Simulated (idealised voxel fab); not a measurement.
Herein follows the process module entitled voxel trench capacitor.
The width of the displayed cross-section, cut, is 275 nm; its cells are square, with a size of 5 nm.
In what follows, cross-sections appear as grids of square cells, described through bands that run from the top down, where every band is one or more rows of cells.
Top, bottom (nm), then materials left to right with widths (nm); lone material tagged "throughout" fills the whole band edge to edge; "blank" = empty space.
Heights are measured from 0, the level below which the as-received wafer is all one material; the lowest band has no bottom and continues downward, written as in "from 0 down".
Note: "30 to 40" means the width goes from the first number (top row of the band) to the second number (bottom row) in equal steps per row of cells.
Reading "no alteration" for a step: not a cell of the cross-section changed in it.
Basically, "Closed internal cavities" tells you about the enclosed voids: empty spaces with no open way to the top, 8 cells or bigger, each written width x height at distance, where distance is from the left edge, all in nm.
Anything after a step's settings on that line? It's the simulator's own note about the step.
A step line may carry the setting "overlay nm", which, for steps involving a mask, states the distance by which the mask lay to the right of its intended position; negative values denote displacement to the left.
## These are the steps we planned for the process
1: op RECEIVE | material Si
2: op CONFORMAL_DEP | material SiN | thk nm 5
3: op PATTERN | tone open | mask id TRENCH | material resist | width nm 30 | pitch nm 50 | thk nm 15 | overlay nm 0
4: op DIRECTIONAL_ETCH | etch materials SiN | depth nm 5
5: op DIRECTIONAL_ETCH | etch materials Si | depth nm 25
6: op STRIP | etch materials resist
7: op CONFORMAL_DEP | material HfO2 | thk nm 5
8: op CONFORMAL_DEP | material TiN | thk nm 5
9: op FILL_DEP | material W | thk nm 10
10: op CMP | height nm 5
## Shown in cross-section is the wafer as received, that is, as it stands after step 1
    from 0 down: Si throughout
    Closed internal cavities: none
## Cross-section: first of two wafers, module finished, run according to plan
    from 5 to 0: SiN=95 | HfO2=5 | TiN=5 | W=10 | TiN=5 | HfO2=5 | SiN=20 | HfO2=5 | TiN=5 | W=10 | TiN=5 | HfO2=5 | SiN=100
    from 0 to -15: Si=95 | HfO2=5 | TiN=5 | W=10 | TiN=5 | HfO2=5 | Si=20 | HfO2=5 | TiN=5 | W=10 | TiN=5 | HfO2=5 | Si=100
    from -15 to -20: Si=95 | HfO2=5 | TiN=20 | HfO2=5 | Si=20 | HfO2=5 | TiN=20 | HfO2=5 | Si=100
    from -20 to -25: Si=95 | HfO2=30 | Si=20 | HfO2=30 | Si=100
    from -25 down: Si throughout
    Closed internal cavities: none
## Cross-section, second wafer: same start as the first, same plan as the first, one mistake in running it; taken at the end of the module
    from 5 to 0: SiN=95 | HfO2=5 | TiN=5 | W=10 | TiN=5 | HfO2=5 | SiN=20 | HfO2=5 | TiN=5 | W=10 | TiN=5 | HfO2=5 | SiN=100
    from 0 to -20: Si=95 | HfO2=5 | TiN=5 | W=10 | TiN=5 | HfO2=5 | Si=20 | HfO2=5 | TiN=5 | W=10 | TiN=5 | HfO2=5 | Si=100
    from -20 to -25: Si=95 | HfO2=5 | TiN=20 | HfO2=5 | Si=20 | HfO2=5 | TiN=20 | HfO2=5 | Si=100
    from -25 to -30: Si=95 | HfO2=30 | Si=20 | HfO2=30 | Si=100
    from -30 down: Si throughout
    Closed internal cavities: none
The plan and the run diverged here: step 5, actual vs plan mismatch, actual run op DIRECTIONAL_ETCH | etch materials Si | depth nm 30
The second wafer ends with more or fewer cells of some materials than the first, per final count: HfO2 +4, Si -12, TiN +4, W +4
